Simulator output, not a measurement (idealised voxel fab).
This is a process module. Its name is voxel transistor to metal.
Each square cell in cross-section cut measures 5 nm, and the section as a whole is 155 nm wide.
How to read a cross-section here: the picture is a grid of square cells, written as bands going from the top down, and any band can span one or more rows of cells.
Band: top height; bottom height; in nm. Then, left to right: material with width in nm, for each material. "all across": a single material spanning edge to edge. "blank": empty space.
We count height from 0. Below that, the starting wafer is all one material. The lowest band never ends at the bottom but goes on down; see "0..down" for how that is written.
It should be noted that a width expressed as "30->40" varies in equal increments from row to row of cells within the band, taking the value of the first number at the top row and that of the second number at the bottom row.
The designation "no change occurred", where it is given for a processing step, indicates that no cell of the cross-section was altered in the course of that step.
"Trapped void list" contains a list of empty spaces, each no smaller than 8 cells and without an open way to the top, written in the form width x height at distance with the distance from the left edge and all three in nm.
after a step's settings: what the simulator itself notes on the step
On any step carrying a mask, the "overlay nm" setting, if present on the step's line, tells how far right of its planned place the mask lay; negative values point to the left.

Process steps - plan
| 1 | RECEIVE with material Si |
| 2 | OXIDIZE with depth nm 5 |
| 3 | CONFORMAL_DEP with material SiN, thk nm 15 |
| 4 | MASKED_ETCH with tone cover, mask id ACTIVE, width nm 115, etch materials SiN, depth nm 15, overlay nm 0 |
| 5 | MASKED_ETCH with tone cover, mask id ACTIVE, width nm 115, etch materials SiO2, depth nm 5, overlay nm 0 |
| 6 | MASKED_ETCH with tone cover, mask id ACTIVE, width nm 115, etch materials Si, depth nm 25, overlay nm 0 |
| 7 | FILL_DEP with material SiO2, thk nm 15 |
| 8 | CMP with height nm 15 |
| 9 | SELECTIVE_ETCH with etch materials SiO2, depth nm 10 |
| 10 | STRIP with etch materials SiN |
| 11 | SELECTIVE_ETCH with etch materials SiO2, depth nm 5 |
| 12 | OXIDIZE with depth nm 5 |
| 13 | DIRECTIONAL_DEP with material polySi, thk nm 30 |
| 14 | DIRECTIONAL_DEP with material SiCN, thk nm 10 |
| 15 | MASKED_ETCH with tone cover, mask id GATE, width nm 25, etch materials SiCN, depth nm 20, overlay nm 0 |
| 16 | MASKED_ETCH with tone cover, mask id GATE, width nm 25, etch materials polySi, depth nm 40, overlay nm 0 |
| 17 | CONFORMAL_DEP with material SiN, thk nm 5 |
| 18 | DIRECTIONAL_ETCH with etch materials SiN, depth nm 5 |
| 19 | DIRECTIONAL_ETCH with etch materials SiO2, depth nm 5 |
| 20 | DIRECTIONAL_ETCH with etch materials Si, depth nm 5 |
| 21 | EPI with material pSi, thk nm 5 |
| 22 | FILL_DEP with material SiO2, thk nm 5 |
| 23 | CMP with height nm 35 |
| 24 | DIRECTIONAL_DEP with material SiO2, thk nm 10 |
| 25 | DIRECTIONAL_DEP with material aC, thk nm 10 |
| 26 | PATTERN with tone open, mask id CONTACT, material resist, width nm 20, pitch nm 85, thk nm 25, overlay nm 0 |
| 27 | DIRECTIONAL_ETCH with etch materials aC, depth nm 10 |
| 28 | STRIP with etch materials resist |
| 29 | DIRECTIONAL_ETCH with etch materials SiO2, depth nm 55 |
| 30 | STRIP with etch materials aC |
| 31 | CONFORMAL_DEP with material TiN, thk nm 5 |
| 32 | FILL_DEP with material W, thk nm 5 |
| 33 | CMP with height nm 45 |
| 34 | DIRECTIONAL_DEP with material TiN, thk nm 5 |
| 35 | DIRECTIONAL_DEP with material Ru, thk nm 25 |
| 36 | PATTERN with tone cover, mask id METAL_1, material resist, width nm 20, pitch nm 85, thk nm 15, overlay nm 0 |
| 37 | DIRECTIONAL_ETCH with etch materials Ru, depth nm 25 |
| 38 | DIRECTIONAL_ETCH with etch materials TiN, depth nm 5 |
| 39 | STRIP with etch materials resist |
| 40 | FILL_DEP with material lowk, thk nm 10 |
| 41 | CMP with height nm 75 |
| 42 | CONFORMAL_DEP with material SiCN, thk nm 5 |
| 43 | DIRECTIONAL_DEP with material SiO2, thk nm 25 |
| 44 | MASKED_ETCH with tone open, mask id METAL_2, width nm 20, pitch nm 85, etch materials SiO2, depth nm 15, overlay nm 0 |
| 45 | PATTERN with tone open, mask id METAL_2_HOLES, material resist, width nm 15, pitch nm 85, thk nm 15, overlay nm 0 |
| 46 | DIRECTIONAL_ETCH with etch materials SiO2, depth nm 10 |
| 47 | DIRECTIONAL_ETCH with etch materials SiCN, depth nm 5 |
| 48 | STRIP with etch materials resist |
| 49 | CONFORMAL_DEP with material TiN, thk nm 5 |
| 50 | FILL_DEP with material Cu, thk nm 5 |
| 51 | CMP with height nm 105 |
| 52 | CONFORMAL_DEP with material SiCN, thk nm 5 |

As-received wafer cross-section (after step 1)
0..down | Si all across
Trapped void list: none

Starting wafer: above. Plan: above. Run: one mistake. Cross-section after the module: below
110..105 | SiCN all across
105..95 | SiO2: 25, TiN: 5, Cu: 10, TiN: 5, SiO2: 65, TiN: 5, Cu: 10, TiN: 5, SiO2: 25
95..90 | SiO2: 25, TiN: 5, Cu: 5, TiN: 10, SiO2: 65, TiN: 5, Cu: 5, TiN: 10, SiO2: 25
90..80 | SiO2: 25, TiN: 5, Cu: 5, TiN: 5, SiO2: 70, TiN: 5, Cu: 5, TiN: 5, SiO2: 30
80..75 | SiCN: 25, TiN: 15, SiCN: 70, TiN: 15, SiCN: 30
75..50 | lowk: 25, Ru: 20, lowk: 65, Ru: 20, lowk: 25
50..45 | lowk: 25, TiN: 20, lowk: 65, TiN: 20, lowk: 25
45..35 | SiO2: 25, TiN: 5, W: 10, TiN: 5, SiO2: 65, TiN: 5, W: 10, TiN: 5, SiO2: 25
35..25 | SiO2: 25, TiN: 5, W: 10, TiN: 5, SiO2: 15, SiN: 5, SiCN: 25, SiN: 5, SiO2: 15, TiN: 5, W: 10, TiN: 5, SiO2: 25
25..0 | SiO2: 25, TiN: 5, W: 10, TiN: 5, SiO2: 10, SiN: 5, polySi: 35, SiN: 5, SiO2: 10, TiN: 5, W: 10, TiN: 5, SiO2: 25
0..-5 | SiO2: 15, SiN: 5, SiO2: 5, TiN: 5, W: 10, TiN: 5, SiO2: 10, SiN: 5, polySi: 35, SiN: 5, SiO2: 10, TiN: 5, W: 10, TiN: 5, SiO2: 5, SiN: 5, SiO2: 15
-5..-10 | SiO2: 25, TiN: 20, SiO2: 5, pSi: 5, SiO2: 45, pSi: 5, SiO2: 5, TiN: 20, SiO2: 25
-10..-15 | SiO2: 20, pSi: 35, Si: 45, pSi: 35, SiO2: 20
-15..-30 | SiO2: 20, Si: 115, SiO2: 20
-30..down | Si all across
Trapped void list: none
The mistake made against the process plan was this: step 16 off recipe, ran as MASKED_ETCH with tone cover, mask id GATE, width nm 35, etch materials polySi, depth nm 40, overlay nm 0
